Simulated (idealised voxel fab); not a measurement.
Proc. module: voxel trench capacitor
In the cross-section labelled cut, the width is 270 nm and each square cell is 5 nm.
Notation: cross-section as square-cell grid; stated in bands, top first, going down; one or more cell rows per band. Band: top and bottom heights (nm) first, top before bottom; then materials from left to right, widths in nm. "edge to edge" marks a sole material filling the band edge to edge. "air" denotes empty space. Heights from 0 (as-received wafer is one material below). Bottom band endless downward, as "from 0 down". The notation "30 to 40" denotes a width that varies across the rows of cells in the band, beginning at the first number in the top row, finishing at the second number in the bottom row, and changing by an identical amount from each row to the next. "nothing was modified" means the step left every cell of the cross-section as it was. Closed-off voids of 8+ cells (no open route to the top) go in "Sealed void list", written width x height at distance from the left edge, in nm. Step line, after settings: the simulator's comment on this step. If you see "overlay nm" on a step's line and that step has a mask, it's telling you how far right of where it was planned the mask ended up; a negative number means it went left instead.
### Set out below are the planned steps of the process
1,RECEIVE, material Si
2,CONFORMAL_DEP, material SiN, thk nm 10
3,DIRECTIONAL_DEP, material aC, thk nm 15
4,PATTERN, tone open, mask id TRENCH, material resist, width nm 25, pitch nm 40, thk nm 35, overlay nm 0
5,DIRECTIONAL_ETCH, etch materials aC, depth nm 15
6,STRIP, etch materials resist
7,DIRECTIONAL_ETCH, etch materials SiN, depth nm 10
8,DIRECTIONAL_ETCH, etch materials Si, depth nm 30
9,STRIP, etch materials aC
10,CONFORMAL_DEP, material HfO2, thk nm 5
11,CONFORMAL_DEP, material TiN, thk nm 5
12,FILL_DEP, material W, thk nm 5
13,CMP, height nm 10
### First of two wafers, with the run carried out as planned
### Incoming wafer, cross-sectional view, post step 1
- from 0 down = Si edge to edge
- Sealed void list: none
### Cross-sectional representation of the wafer at the conclusion of step 2
- from 10 to 0 = SiN edge to edge
- For the remainder of the cross-section, below 0, there is no change.
### Cross-sectional representation of the wafer at the conclusion of step 3
- from 25 to 10 = aC edge to edge
- For the remainder of the cross-section, below 10, there is no change.
### Cross-sectional representation of the wafer at the conclusion of step 4
- from 60 to 25 = resist (80); air (25); resist (15); air (25); resist (15); air (25); resist (85)
- For the remainder of the cross-section, below 25, there is no change.
### Cross-sectional representation of the wafer at the conclusion of step 5
- from 45 to 25 = resist (80); air (25); resist (15); air (25); resist (15); air (25); resist (85)
- from 25 to 10 = aC (80); air (25); aC (15); air (25); aC (15); air (25); aC (85)
- For the remainder of the cross-section, below 10, there is no change.
### Cross-sectional representation of the wafer at the conclusion of step 6
- from 25 to 10 = aC (80); air (25); aC (15); air (25); aC (15); air (25); aC (85)
- For the remainder of the cross-section, below 10, there is no change.
### Cross-sectional representation of the wafer at the conclusion of step 7
- from 25 to 10 = aC (80); air (25); aC (15); air (25); aC (15); air (25); aC (85)
- from 10 to 0 = SiN (80); air (25); SiN (15); air (25); SiN (15); air (25); SiN (85)
- For the remainder of the cross-section, below 0, there is no change.
### Cross-sectional representation of the wafer at the conclusion of step 8
- from 25 to 10 = aC (80); air (25); aC (15); air (25); aC (15); air (25); aC (85)
- from 10 to 0 = SiN (80); air (25); SiN (15); air (25); SiN (15); air (25); SiN (85)
- from 0 to -30 = Si (80); air (25); Si (15); air (25); Si (15); air (25); Si (85)
- For the remainder of the cross-section, below -30, there is no change.
### Cross-sectional representation of the wafer at the conclusion of step 9
- from 10 to 0 = SiN (80); air (25); SiN (15); air (25); SiN (15); air (25); SiN (85)
- For the remainder of the cross-section, below 0, there is no change.
### Cross-sectional representation of the wafer at the conclusion of step 10
- from 15 to 10 = HfO2 (85); air (15); HfO2 (25); air (15); HfO2 (25); air (15); HfO2 (90)
- from 10 to 0 = SiN (80); HfO2 (5); air (15); HfO2 (5); SiN (15); HfO2 (5); air (15); HfO2 (5); SiN (15); HfO2 (5); air (15); HfO2 (5); SiN (85)
- from 0 to -25 = Si (80); HfO2 (5); air (15); HfO2 (5); Si (15); HfO2 (5); air (15); HfO2 (5); Si (15); HfO2 (5); air (15); HfO2 (5); Si (85)
- from -25 to -30 = Si (80); HfO2 (25); Si (15); HfO2 (25); Si (15); HfO2 (25); Si (85)
- For the remainder of the cross-section, below -30, there is no change.
### Cross-sectional representation of the wafer at the conclusion of step 11
- from 20 to 15 = TiN (90); air (5); TiN (35); air (5); TiN (35); air (5); TiN (95)
- from 15 to 10 = HfO2 (85); TiN (5); air (5); TiN (5); HfO2 (25); TiN (5); air (5); TiN (5); HfO2 (25); TiN (5); air (5); TiN (5); HfO2 (90)
- from 10 to 0 = SiN (80); HfO2 (5); TiN (5); air (5); TiN (5); HfO2 (5); SiN (15); HfO2 (5); TiN (5); air (5); TiN (5); HfO2 (5); SiN (15); HfO2 (5); TiN (5); air (5); TiN (5); HfO2 (5); SiN (85)
- from 0 to -20 = Si (80); HfO2 (5); TiN (5); air (5); TiN (5); HfO2 (5); Si (15); HfO2 (5); TiN (5); air (5); TiN (5); HfO2 (5); Si (15); HfO2 (5); TiN (5); air (5); TiN (5); HfO2 (5); Si (85)
- from -20 to -25 = Si (80); HfO2 (5); TiN (15); HfO2 (5); Si (15); HfO2 (5); TiN (15); HfO2 (5); Si (15); HfO2 (5); TiN (15); HfO2 (5); Si (85)
- For the remainder of the cross-section, below -25, there is no change.
### Cross-sectional representation of the wafer at the conclusion of step 12
- from 25 to 20 = W edge to edge
- from 20 to 15 = TiN (90); W (5); TiN (35); W (5); TiN (35); W (5); TiN (95)
- from 15 to 10 = HfO2 (85); TiN (5); W (5); TiN (5); HfO2 (25); TiN (5); W (5); TiN (5); HfO2 (25); TiN (5); W (5); TiN (5); HfO2 (90)
- from 10 to 0 = SiN (80); HfO2 (5); TiN (5); W (5); TiN (5); HfO2 (5); SiN (15); HfO2 (5); TiN (5); W (5); TiN (5); HfO2 (5); SiN (15); HfO2 (5); TiN (5); W (5); TiN (5); HfO2 (5); SiN (85)
- from 0 to -20 = Si (80); HfO2 (5); TiN (5); W (5); TiN (5); HfO2 (5); Si (15); HfO2 (5); TiN (5); W (5); TiN (5); HfO2 (5); Si (15); HfO2 (5); TiN (5); W (5); TiN (5); HfO2 (5); Si (85)
- For the remainder of the cross-section, below -20, there is no change.
### Cross-sectional representation of the wafer at the conclusion of step 13
- from 10 to 0 = SiN (80); HfO2 (5); TiN (5); W (5); TiN (5); HfO2 (5); SiN (15); HfO2 (5); TiN (5); W (5); TiN (5); HfO2 (5); SiN (15); HfO2 (5); TiN (5); W (5); TiN (5); HfO2 (5); SiN (85)
- For the remainder of the cross-section, below 0, there is no change.
### Second wafer: same start and same plan as the first, one execution error; identical to the first through step 3
### Here is the second wafer in cross-section at the point where step 4 of the plan should have been done
- from 60 to 25 = resist (85); air (15); resist (25); air (15); resist (25); air (15); resist (90)
- For the remainder of the cross-section, below 25, there is no change.
### Here is the second wafer in cross-section at the point where step 5 of the plan should have been done
- from 45 to 25 = resist (85); air (15); resist (25); air (15); resist (25); air (15); resist (90)
- from 25 to 10 = aC (85); air (15); aC (25); air (15); aC (25); air (15); aC (90)
- For the remainder of the cross-section, below 10, there is no change.
### Here is the second wafer in cross-section at the point where step 6 of the plan should have been done
- from 25 to 10 = aC (85); air (15); aC (25); air (15); aC (25); air (15); aC (90)
- For the remainder of the cross-section, below 10, there is no change.
### Here is the second wafer in cross-section at the point where step 7 of the plan should have been done
- from 25 to 10 = aC (85); air (15); aC (25); air (15); aC (25); air (15); aC (90)
- from 10 to 0 = SiN (85); air (15); SiN (25); air (15); SiN (25); air (15); SiN (90)
- For the remainder of the cross-section, below 0, there is no change.
### Here is the second wafer in cross-section at the point where step 8 of the plan should have been done
- from 25 to 10 = aC (85); air (15); aC (25); air (15); aC (25); air (15); aC (90)
- from 10 to 0 = SiN (85); air (15); SiN (25); air (15); SiN (25); air (15); SiN (90)
- from 0 to -30 = Si (85); air (15); Si (25); air (15); Si (25); air (15); Si (90)
- For the remainder of the cross-section, below -30, there is no change.
### Here is the second wafer in cross-section at the point where step 9 of the plan should have been done
- from 10 to 0 = SiN (85); air (15); SiN (25); air (15); SiN (25); air (15); SiN (90)
- For the remainder of the cross-section, below 0, there is no change.
### Here is the second wafer in cross-section at the point where step 10 of the plan should have been done
- from 15 to 10 = HfO2 (90); air (5); HfO2 (35); air (5); HfO2 (35); air (5); HfO2 (95)
- from 10 to 0 = SiN (85); HfO2 (5); air (5); HfO2 (5); SiN (25); HfO2 (5); air (5); HfO2 (5); SiN (25); HfO2 (5); air (5); HfO2 (5); SiN (90)
- from 0 to -25 = Si (85); HfO2 (5); air (5); HfO2 (5); Si (25); HfO2 (5); air (5); HfO2 (5); Si (25); HfO2 (5); air (5); HfO2 (5); Si (90)
- from -25 to -30 = Si (85); HfO2 (15); Si (25); HfO2 (15); Si (25); HfO2 (15); Si (90)
- For the remainder of the cross-section, below -30, there is no change.
### Here is the second wafer in cross-section at the point where step 11 of the plan should have been done
- from 20 to 15 = TiN edge to edge
- from 15 to 10 = HfO2 (90); TiN (5); HfO2 (35); TiN (5); HfO2 (35); TiN (5); HfO2 (95)
- from 10 to 0 = SiN (85); HfO2 (5); TiN (5); HfO2 (5); SiN (25); HfO2 (5); TiN (5); HfO2 (5); SiN (25); HfO2 (5); TiN (5); HfO2 (5); SiN (90)
- from 0 to -25 = Si (85); HfO2 (5); TiN (5); HfO2 (5); Si (25); HfO2 (5); TiN (5); HfO2 (5); Si (25); HfO2 (5); TiN (5); HfO2 (5); Si (90)
- For the remainder of the cross-section, below -25, there is no change.
### Here is the second wafer in cross-section at the point where step 12 of the plan should have been done
- from 25 to 20 = W edge to edge
- For the remainder of the cross-section, below 20, there is no change.
### Here is the second wafer in cross-section at the point where step 13 of the plan should have been done
- from 10 to 0 = SiN (85); HfO2 (5); TiN (5); HfO2 (5); SiN (25); HfO2 (5); TiN (5); HfO2 (5); SiN (25); HfO2 (5); TiN (5); HfO2 (5); SiN (90)
- For the remainder of the cross-section, below 0, there is no change.
Heads up, the wafer didn't run the way we planned it: contrary to plan, step 4 was performed as PATTERN, tone open, mask id TRENCH, material resist, width nm 15, pitch nm 40, thk nm 35, overlay nm 0
In the final state, the cell counts of the second wafer exceed or fall short of those of the first for the following materials: HfO2 -6, Si +36, SiN +12, TiN -24, W -18
